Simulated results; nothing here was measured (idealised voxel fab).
A process module follows: voxel transistor to metal.
It is cross-section cut that appears here, measuring 200 nm in width, its square cells being 5 nm in size.
We lay out every cross-section as a grid of square cells and spell it out in bands from the top down, where one band means one or more rows of cells. A band entry consists of two parts. The first gives the height of the band's top and the height of its bottom, in nm. The rest lists the band's materials from left to right, each with its width in nm. A single material labelled with the word "all across" fills the band from edge to edge, and the word "air" marks empty space. Below 0: as-received wafer, all one material; heights counted from there. Lowest band: no bottom, goes on down, written "z 0 and below". Note: "30 to 40" means the width goes from the first number (top row of the band) to the second number (bottom row) in equal steps per row of cells. Where the words "everything unchanged" appear for a step, the cross-section shows no cell changed by that step; every cell remained as before. The entry "Sealed void inventory" lists the empty spaces that cover at least 8 cells and have no open path to the top. Each is written as width x height at distance, where the distance is measured from the left edge and all three values are in nm. Heads up: the bit after the settings on a step's line is the simulator's remark on that step. overlay nm: mask right of planned place by this much (step with mask). Neg. = left.
PROCESS STEPS FORESEEN IN THE PLAN
1,RECEIVE: material Si
2,CONFORMAL_DEP: material SiO2, thk nm 5
3,CONFORMAL_DEP: material SiN, thk nm 15
4,DIRECTIONAL_DEP: material aC, thk nm 10
5,PATTERN: tone cover, mask id ACTIVE, material resist, width nm 110, thk nm 25, overlay nm 0
6,DIRECTIONAL_ETCH: etch materials aC, depth nm 10
7,STRIP: etch materials resist
8,DIRECTIONAL_ETCH: etch materials SiN, depth nm 15
9,DIRECTIONAL_ETCH: etch materials SiO2, depth nm 5
10,DIRECTIONAL_ETCH: etch materials Si, depth nm 25
11,STRIP: etch materials aC
12,FILL_DEP: material SiO2, thk nm 10
13,CMP: height nm 20
14,SELECTIVE_ETCH: etch materials SiO2, depth nm 5
15,STRIP: etch materials SiN
16,SELECTIVE_ETCH: etch materials SiO2, depth nm 5
17,OXIDIZE: depth nm 5
18,DIRECTIONAL_DEP: material polySi, thk nm 20
19,DIRECTIONAL_DEP: material SiCN, thk nm 10
20,MASKED_ETCH: tone cover, mask id GATE, width nm 20, etch materials SiCN, depth nm 20, overlay nm 0
21,MASKED_ETCH: tone cover, mask id GATE, width nm 20, etch materials polySi, depth nm 30, overlay nm 0
22,CONFORMAL_DEP: material SiO2, thk nm 5
23,DIRECTIONAL_ETCH: etch materials SiO2, depth nm 5
24,CONFORMAL_DEP: material SiN, thk nm 5
25,DIRECTIONAL_ETCH: etch materials SiN, depth nm 5
26,DIRECTIONAL_ETCH: etch materials SiO2, depth nm 5
27,DIRECTIONAL_ETCH: etch materials Si, depth nm 5
28,EPI: material pSi, thk nm 5
29,FILL_DEP: material SiO2, thk nm 5
30,CMP: height nm 30
31,DIRECTIONAL_DEP: material SiO2, thk nm 15
32,PATTERN: tone open, mask id CONTACT, material resist, width nm 20, pitch nm 80, thk nm 20, overlay nm 0
33,DIRECTIONAL_ETCH: etch materials SiO2, depth nm 50
34,STRIP: etch materials resist
35,CONFORMAL_DEP: material TiN, thk nm 5
36,FILL_DEP: material W, thk nm 10
37,CMP: height nm 45
38,DIRECTIONAL_DEP: material TiN, thk nm 5
39,DIRECTIONAL_DEP: material Ru, thk nm 15
40,MASKED_ETCH: tone cover, mask id METAL_1, width nm 20, pitch nm 80, etch materials Ru, depth nm 15, overlay nm 0
41,MASKED_ETCH: tone cover, mask id METAL_1, width nm 20, pitch nm 80, etch materials TiN, depth nm 5, overlay nm 0
42,FILL_DEP: material lowk, thk nm 10
43,CMP: height nm 65
44,CONFORMAL_DEP: material SiCN, thk nm 5
45,DIRECTIONAL_DEP: material lowk, thk nm 35
46,PATTERN: tone open, mask id METAL_2_HOLES, material resist, width nm 15, pitch nm 80, thk nm 20, overlay nm 0
47,DIRECTIONAL_ETCH: etch materials lowk, depth nm 35
48,STRIP: etch materials resist
49,PATTERN: tone open, mask id METAL_2, material resist, width nm 20, pitch nm 80, thk nm 20, overlay nm 0
50,DIRECTIONAL_ETCH: etch materials lowk, depth nm 20
51,DIRECTIONAL_ETCH: etch materials SiCN, depth nm 5
52,STRIP: etch materials resist
53,CONFORMAL_DEP: material TiN, thk nm 5
54,FILL_DEP: material Ru, thk nm 10
55,CMP: height nm 105
56,CONFORMAL_DEP: material SiCN, thk nm 5
CROSS-SECTION OF THE WAFER UPON ARRIVAL, REPRESENTING THE STATE REACHED AFTER STEP 1
* z 0 and below: Si all across
* Sealed void inventory: none
CROSS-SECTION, FIRST OF TWO WAFERS, END OF MODULE, RUN AS PLANNED
* z 110 to 105: SiCN all across
* z 105 to 90: lowk 50 nm, TiN 5 nm, Ru 10 nm, TiN 5 nm, lowk 60 nm, TiN 5 nm, Ru 10 nm, TiN 5 nm, lowk 50 nm
* z 90 to 85: lowk 50 nm, TiN 5 nm, Ru 5 nm, TiN 10 nm, lowk 60 nm, TiN 5 nm, Ru 5 nm, TiN 10 nm, lowk 50 nm
* z 85 to 70: lowk 50 nm, TiN 5 nm, Ru 5 nm, TiN 5 nm, lowk 65 nm, TiN 5 nm, Ru 5 nm, TiN 5 nm, lowk 55 nm
* z 70 to 65: SiCN 50 nm, TiN 15 nm, SiCN 65 nm, TiN 15 nm, SiCN 55 nm
* z 65 to 50: lowk 50 nm, Ru 20 nm, lowk 60 nm, Ru 20 nm, lowk 50 nm
* z 50 to 45: lowk 50 nm, TiN 20 nm, lowk 60 nm, TiN 20 nm, lowk 50 nm
* z 45 to 30: SiO2 50 nm, TiN 5 nm, W 10 nm, TiN 5 nm, SiO2 60 nm, TiN 5 nm, W 10 nm, TiN 5 nm, SiO2 50 nm
* z 30 to 20: SiO2 50 nm, TiN 5 nm, W 10 nm, TiN 5 nm, SiO2 10 nm, SiN 5 nm, SiO2 5 nm, SiCN 20 nm, SiO2 5 nm, SiN 5 nm, SiO2 10 nm, TiN 5 nm, W 10 nm, TiN 5 nm, SiO2 50 nm
* z 20 to 10: SiO2 50 nm, TiN 5 nm, W 10 nm, TiN 5 nm, SiO2 10 nm, SiN 5 nm, SiO2 5 nm, polySi 20 nm, SiO2 5 nm, SiN 5 nm, SiO2 10 nm, TiN 5 nm, W 10 nm, TiN 5 nm, SiO2 50 nm
* z 10 to 0: SiO2 45 nm, SiN 5 nm, TiN 5 to 10 nm, W 10 to 5 nm, TiN 5 nm, SiO2 10 nm, SiN 5 nm, SiO2 5 nm, polySi 20 nm, SiO2 5 nm, SiN 5 nm, SiO2 10 nm, TiN 5 nm, W 10 to 5 nm, TiN 5 to 10 nm, SiN 5 nm, SiO2 45 nm
* z 0 to -5: SiO2 50 nm, pSi 5 nm, TiN 15 nm, SiO2 5 nm, pSi 5 nm, SiO2 40 nm, pSi 5 nm, SiO2 5 nm, TiN 15 nm, pSi 5 nm, SiO2 50 nm
* z -5 to -10: SiO2 45 nm, Si 5 nm, pSi 30 nm, Si 40 nm, pSi 30 nm, Si 5 nm, SiO2 45 nm
* z -10 to -25: SiO2 45 nm, Si 110 nm, SiO2 45 nm
* z -25 and below: Si all across
* Sealed void inventory: none
END-OF-MODULE CROSS-SECTION OF THE SECOND WAFER: IDENTICAL STARTING POINT AND PROCESS PLAN TO THE FIRST, WITH ONE PROCESSING MISTAKE
* z 110 to 105: SiCN all across
* z 105 to 90: lowk 50 nm, TiN 5 nm, Ru 10 nm, TiN 5 nm, lowk 60 nm, TiN 5 nm, Ru 10 nm, TiN 5 nm, lowk 50 nm
* z 90 to 85: lowk 50 nm, TiN 5 nm, Ru 5 nm, TiN 10 nm, lowk 60 nm, TiN 5 nm, Ru 5 nm, TiN 10 nm, lowk 50 nm
* z 85 to 70: lowk 50 nm, TiN 5 nm, Ru 5 nm, TiN 5 nm, lowk 65 nm, TiN 5 nm, Ru 5 nm, TiN 5 nm, lowk 55 nm
* z 70 to 65: SiCN 50 nm, TiN 15 nm, SiCN 65 nm, TiN 15 nm, SiCN 55 nm
* z 65 to 50: lowk 50 nm, Ru 20 nm, lowk 60 nm, Ru 20 nm, lowk 50 nm
* z 50 to 45: lowk 50 nm, TiN 20 nm, lowk 60 nm, TiN 20 nm, lowk 50 nm
* z 45 to 30: SiO2 50 nm, TiN 5 nm, W 10 nm, TiN 5 nm, SiO2 60 nm, TiN 5 nm, W 10 nm, TiN 5 nm, SiO2 50 nm
* z 30 to 20: SiO2 50 nm, TiN 5 nm, W 10 nm, TiN 5 nm, SiO2 10 nm, SiN 5 nm, SiO2 5 nm, SiCN 20 nm, SiO2 5 nm, SiN 5 nm, SiO2 10 nm, TiN 5 nm, W 10 nm, TiN 5 nm, SiO2 50 nm
* z 20 to 10: SiO2 50 nm, TiN 5 nm, W 10 nm, TiN 5 nm, SiO2 10 nm, SiN 5 nm, SiO2 5 nm, polySi 20 nm, SiO2 5 nm, SiN 5 nm, SiO2 10 nm, TiN 5 nm, W 10 nm, TiN 5 nm, SiO2 50 nm
* z 10 to 0: SiO2 45 nm, SiN 5 nm, TiN 5 to 10 nm, W 10 to 5 nm, TiN 5 nm, SiO2 10 nm, SiN 5 nm, SiO2 5 nm, polySi 20 nm, SiO2 5 nm, SiN 5 nm, SiO2 10 nm, TiN 5 nm, W 10 to 5 nm, TiN 5 to 10 nm, SiN 5 nm, SiO2 45 nm
* z 0 to -5: SiO2 50 nm, pSi 5 nm, TiN 15 nm, SiO2 5 nm, pSi 5 nm, SiO2 40 nm, pSi 5 nm, SiO2 5 nm, TiN 15 nm, pSi 5 nm, SiO2 50 nm
* z -5 to -10: SiO2 45 nm, Si 5 nm, pSi 30 nm, Si 40 nm, pSi 30 nm, Si 5 nm, SiO2 45 nm
* z -10 to -50: SiO2 45 nm, Si 110 nm, SiO2 45 nm
* z -50 and below: Si all across
* Sealed void inventory: none
Deviation from plan: it should be noted that step 10 of the plan was executed twice
End of process, cell counts, second wafer against first, materials with more or fewer: Si -90 | SiO2 +90
